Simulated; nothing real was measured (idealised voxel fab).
process module | voxel self aligned contacts
cross-section cut | 260 nm wide | cells 5 nm
A cross-section is a grid of square cells, given in bands from the top down. A band is one or more rows of cells.
Each band's line starts with the height of the band's top and of its bottom, in nm. Then come its materials from left to right, each with its width in nm. One material with "throughout" fills the band from edge to edge. "air" is empty space.
Height 0 is the level under which the wafer as received is all one material. The lowest band goes on downwards, as in "0 down".
A width such as "30 to 40" changes by the same amount from each row of cells to the next, from the band's top row to its bottom row.
"no change" after a step means that no cell of the cross-section changed.
closed voids: empty space of 8 cells or more with no open way to the top, each as width x height at its distance from the left edge, in nm
after a step's settings: what the simulator itself notes on the step
overlay nm, on a step with a mask: how far to the right of its planned place the mask lay; to the left if negative
plan
1 op RECEIVE | material Si
2 op OXIDIZE | depth nm 5
3 op DIRECTIONAL_DEP | material polySi | thk nm 30
4 op DIRECTIONAL_DEP | material SiN | thk nm 15
5 op MASKED_ETCH | tone cover | mask id GATE | width nm 25 | pitch nm 60 | etch materials SiN | depth nm 15 | overlay nm 0
6 op MASKED_ETCH | tone cover | mask id GATE | width nm 25 | pitch nm 60 | etch materials polySi | depth nm 30 | overlay nm 0
7 op CONFORMAL_DEP | material SiN | thk nm 5
8 op DIRECTIONAL_ETCH | etch materials SiN | depth nm 5
9 op FILL_DEP | material SiO2 | thk nm 20
10 op CMP | height nm 55
11 op MASKED_ETCH | tone open | mask id CONTACT | width nm 45 | etch materials SiO2 | depth nm 60 | overlay nm 0
12 op CONFORMAL_DEP | material TiN | thk nm 5
13 op FILL_DEP | material W | thk nm 10
14 op CMP | height nm 55
15 op CONFORMAL_DEP | material SiN | thk nm 5
as received, after step 1
  0 down: Si throughout
  closed voids: none
first wafer at the end, as planned
  60 to 55: SiN throughout
  55 to 45: SiO2 105 | TiN 5 to 15 | W 35 to 15 | TiN 5 to 15 | SiO2 110
  45 to 30: SiO2 80 | SiN 35 | TiN 5 | W 15 | TiN 5 | SiN 35 | SiO2 85
  30 to 0: SiO2 80 | SiN 5 | polySi 25 | SiN 5 | TiN 5 | W 15 | TiN 5 | SiN 5 | polySi 25 | SiN 5 | SiO2 85
  0 to -5: SiO2 115 | TiN 25 | SiO2 120
  -5 down: Si throughout
  closed voids: none
second wafer at the end: like start, like plan, one mistake
  60 to 55: SiN throughout
  55 to 45: SiO2 105 | TiN 5 to 15 | W 35 to 15 | TiN 5 to 15 | SiO2 110
  45 to 30: SiO2 80 | SiN 35 | TiN 5 | W 15 | TiN 5 | SiN 35 | SiO2 85
  30 to 10: SiO2 80 | SiN 5 | polySi 25 | SiN 5 | TiN 5 | W 15 | TiN 5 | SiN 5 | polySi 25 | SiN 5 | SiO2 85
  10 to 5: SiO2 80 | SiN 5 | polySi 25 | SiN 5 | TiN 25 | SiN 5 | polySi 25 | SiN 5 | SiO2 85
  5 to 0: SiN 85 | polySi 25 | SiN 35 | polySi 25 | SiN 90
  0 to -5: SiO2 throughout
  -5 down: Si throughout
  closed voids: none
what went wrong: steps 7 and 8 were swapped
at the end the second wafer has, in cells: 38 more of SiN | 28 fewer of SiO2 | 4 fewer of TiN | 6 fewer of W
